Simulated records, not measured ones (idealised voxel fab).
The name of this process module is voxel capacitor over wiring.
In the cross-section labelled cut, the width is 190 nm and each square cell is 5 nm.
A cross-section in this document is a grid of square cells, and it is written down as bands, the top band listed before the ones below it; a band is made up of one or more rows of cells. Top, bottom (nm), then materials left to right with widths (nm); lone material tagged "everywhere" fills the whole band edge to edge; "air" = empty space. Convention: height 0 is the level below which the wafer, as received, is all one material. The lowest band does not terminate at the bottom but continues downward, represented as "0 down". You'd read "30 to 40" like this: the band's top row of cells is as wide as the first number, its bottom row is as wide as the second, and going down, every row changes width by the same amount as the row before did. Step note "no modifications" = no cross-section cell changed. The entry "Closed cavities" lists the empty spaces that cover at least 8 cells and have no open path to the top. Each is written as width x height at distance, where the distance is measured from the left edge and all three values are in nm. Whatever follows a step's settings on its line is a remark the simulator itself makes about that step. overlay nm, on a step with a mask: how far to the right of its planned place the mask lay; to the left if negative.

Process steps foreseen in the plan
step 1: RECEIVE | material Si
step 2: CONFORMAL_DEP | material SiO2 | thk nm 15
step 3: DIRECTIONAL_DEP | material TiN | thk nm 5
step 4: DIRECTIONAL_DEP | material Ru | thk nm 20
step 5: PATTERN | tone cover | mask id METAL_1 | material resist | width nm 25 | pitch nm 95 | thk nm 20 | overlay nm 0
step 6: DIRECTIONAL_ETCH | etch materials Ru | depth nm 20
step 7: DIRECTIONAL_ETCH | etch materials TiN | depth nm 5
step 8: STRIP | etch materials resist
step 9: CONFORMAL_DEP | material SiN | thk nm 5
step 10: FILL_DEP | material SiO2 | thk nm 5
step 11: CMP | height nm 40
step 12: CONFORMAL_DEP | material SiCN | thk nm 5
step 13: DIRECTIONAL_DEP | material SiO2 | thk nm 15
step 14: DIRECTIONAL_DEP | material aC | thk nm 15
step 15: PATTERN | tone open | mask id PLUG_1 | material resist | width nm 15 | thk nm 30 | overlay nm 0
step 16: DIRECTIONAL_ETCH | etch materials aC | depth nm 15
step 17: STRIP | etch materials resist
step 18: DIRECTIONAL_ETCH | etch materials SiO2 | depth nm 15
step 19: DIRECTIONAL_ETCH | etch materials SiCN | depth nm 5
step 20: STRIP | etch materials aC
step 21: CONFORMAL_DEP | material TiN | thk nm 5
step 22: FILL_DEP | material W | thk nm 5
step 23: CMP | height nm 60
step 24: DIRECTIONAL_DEP | material TiN | thk nm 10
step 25: DIRECTIONAL_DEP | material HfO2 | thk nm 5
step 26: DIRECTIONAL_DEP | material TiN | thk nm 10
step 27: PATTERN | tone cover | mask id UPPER_PLATE | material resist | width nm 75 | thk nm 15 | overlay nm 0
step 28: DIRECTIONAL_ETCH | etch materials TiN | depth nm 10
step 29: DIRECTIONAL_ETCH | etch materials HfO2 | depth nm 5
step 30: STRIP | etch materials resist
step 31: PATTERN | tone cover | mask id LOWER_PLATE | material resist | width nm 85 | thk nm 15 | overlay nm 0
step 32: DIRECTIONAL_ETCH | etch materials TiN | depth nm 10
step 33: STRIP | etch materials resist
step 34: FILL_DEP | material SiO2 | thk nm 20
step 35: CMP | height nm 100
step 36: DIRECTIONAL_DEP | material aC | thk nm 15
step 37: PATTERN | tone open | mask id PLUG_2 | material resist | width nm 15 | thk nm 30 | overlay nm 0
step 38: DIRECTIONAL_ETCH | etch materials aC | depth nm 15
step 39: STRIP | etch materials resist
step 40: DIRECTIONAL_ETCH | etch materials SiO2 | depth nm 15
step 41: STRIP | etch materials aC
step 42: CONFORMAL_DEP | material TiN | thk nm 5
step 43: FILL_DEP | material Cu | thk nm 10
step 44: CMP | height nm 100
step 45: CONFORMAL_DEP | material SiCN | thk nm 5

The cross-section here shows the wafer as received, i.e. in its state after step 1
* 0 down | Si everywhere
* Closed cavities: none

Post-module cross-section of the first of two wafers (run per plan)
* 105 to 100 | SiCN everywhere
* 100 to 90 | 55 nm SiO2 | 5 nm TiN | 5 nm Cu | 5 nm TiN | 120 nm SiO2
* 90 to 85 | 55 nm SiO2 | 15 nm TiN | 120 nm SiO2
* 85 to 75 | 45 nm SiO2 | 75 nm TiN | 70 nm SiO2
* 75 to 70 | 45 nm SiO2 | 75 nm HfO2 | 70 nm SiO2
* 70 to 60 | 40 nm SiO2 | 85 nm TiN | 65 nm SiO2
* 60 to 45 | 45 nm SiO2 | 5 nm TiN | 5 nm W | 5 nm TiN | 130 nm SiO2
* 45 to 40 | 45 nm SiCN | 15 nm TiN | 130 nm SiCN
* 40 to 20 | 30 nm SiO2 | 5 nm SiN | 25 nm Ru | 5 nm SiN | 60 nm SiO2 | 5 nm SiN | 25 nm Ru | 5 nm SiN | 30 nm SiO2
* 20 to 15 | 35 nm SiN | 25 nm TiN | 70 nm SiN | 25 nm TiN | 35 nm SiN
* 15 to 0 | SiO2 everywhere
* 0 down | Si everywhere
* Closed cavities: none

Cross-section at end of module for the second wafer of two, which matched the first in starting point and plan and differed by one mistake in its processing
* 105 to 100 | SiCN everywhere
* 100 to 90 | 50 nm Cu | 5 nm TiN | 15 nm SiO2 | 5 nm TiN | 115 nm Cu
* 90 to 85 | 55 nm TiN | 15 nm SiO2 | 120 nm TiN
* 85 to 75 | 45 nm SiO2 | 75 nm TiN | 70 nm SiO2
* 75 to 70 | 45 nm SiO2 | 75 nm HfO2 | 70 nm SiO2
* 70 to 60 | 40 nm SiO2 | 85 nm TiN | 65 nm SiO2
* 60 to 45 | 45 nm SiO2 | 5 nm TiN | 5 nm W | 5 nm TiN | 130 nm SiO2
* 45 to 40 | 45 nm SiCN | 15 nm TiN | 130 nm SiCN
* 40 to 20 | 30 nm SiO2 | 5 nm SiN | 25 nm Ru | 5 nm SiN | 60 nm SiO2 | 5 nm SiN | 25 nm Ru | 5 nm SiN | 30 nm SiO2
* 20 to 15 | 35 nm SiN | 25 nm TiN | 70 nm SiN | 25 nm TiN | 35 nm SiN
* 15 to 0 | SiO2 everywhere
* 0 down | Si everywhere
* Closed cavities: none
Diagnosis: step 37 was run on a setting that differed from the plan, and what really ran there is PATTERN | tone cover | mask id PLUG_2 | material resist | width nm 15 | thk nm 30 | overlay nm 0
End check, counted in cells, second wafer has more or fewer of these materials than the first: +64 Cu, -96 SiO2, +32 TiN
